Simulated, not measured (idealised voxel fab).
process module | voxel double patterning
cross-section cut | 200 nm wide | cells 5 nm
A cross-section is a grid of square cells, given in bands from the top down. A band is one or more rows of cells.
Each band's line starts with the height of the band's top and of its bottom, in nm. Then come its materials from left to right, each with its width in nm. One material with "throughout" fills the band from edge to edge. "air" is empty space.
Height 0 is the level under which the wafer as received is all one material. The lowest band goes on downwards, as in "0 down".
A width such as "30 to 40" changes by the same amount from each row of cells to the next, from the band's top row to its bottom row.
"no change" after a step means that no cell of the cross-section changed.
closed voids: empty space of 8 cells or more with no open way to the top, each as width x height at its distance from the left edge, in nm
after a step's settings: what the simulator itself notes on the step
overlay nm, on a step with a mask: how far to the right of its planned place the mask lay; to the left if negative
plan
1 op RECEIVE | material Si
2 op CONFORMAL_DEP | material SiO2 | thk nm 10
3 op DIRECTIONAL_DEP | material TiN | thk nm 20
4 op DIRECTIONAL_DEP | material SiN | thk nm 5
5 op MASKED_ETCH | tone open | mask id FIRST | width nm 15 | pitch nm 50 | etch materials SiN | depth nm 5 | overlay nm -15
6 op DIRECTIONAL_DEP | material aC | thk nm 15
7 op PATTERN | tone open | mask id SECOND | material resist | width nm 15 | thk nm 35 | overlay nm 0
8 op DIRECTIONAL_ETCH | etch materials aC | depth nm 15
9 op STRIP | etch materials resist
10 op DIRECTIONAL_ETCH | etch materials SiN | depth nm 5
11 op STRIP | etch materials aC
12 op DIRECTIONAL_ETCH | etch materials TiN | depth nm 20
13 op STRIP | etch materials SiN
varied across the wafers: overlay nm of step 5. The plan shows the first wafer's value. All wafers start alike
first wafer as received, after step 1
  0 down: Si throughout
  closed voids: none
each wafer at the end: cells of each material gained (+) or lost (-) since it was received, then its closed voids
overlay nm -15 | +80 SiO2 | +128 TiN | closed voids: none
overlay nm -10 | +80 SiO2 | +124 TiN | closed voids: none
overlay nm -5 | +80 SiO2 | +124 TiN | closed voids: none
overlay nm 0 | +80 SiO2 | +124 TiN | closed voids: none
overlay nm 5 | +80 SiO2 | +124 TiN | closed voids: none
overlay nm 10 | +80 SiO2 | +124 TiN | closed voids: none
overlay nm 15 | +80 SiO2 | +128 TiN | closed voids: none
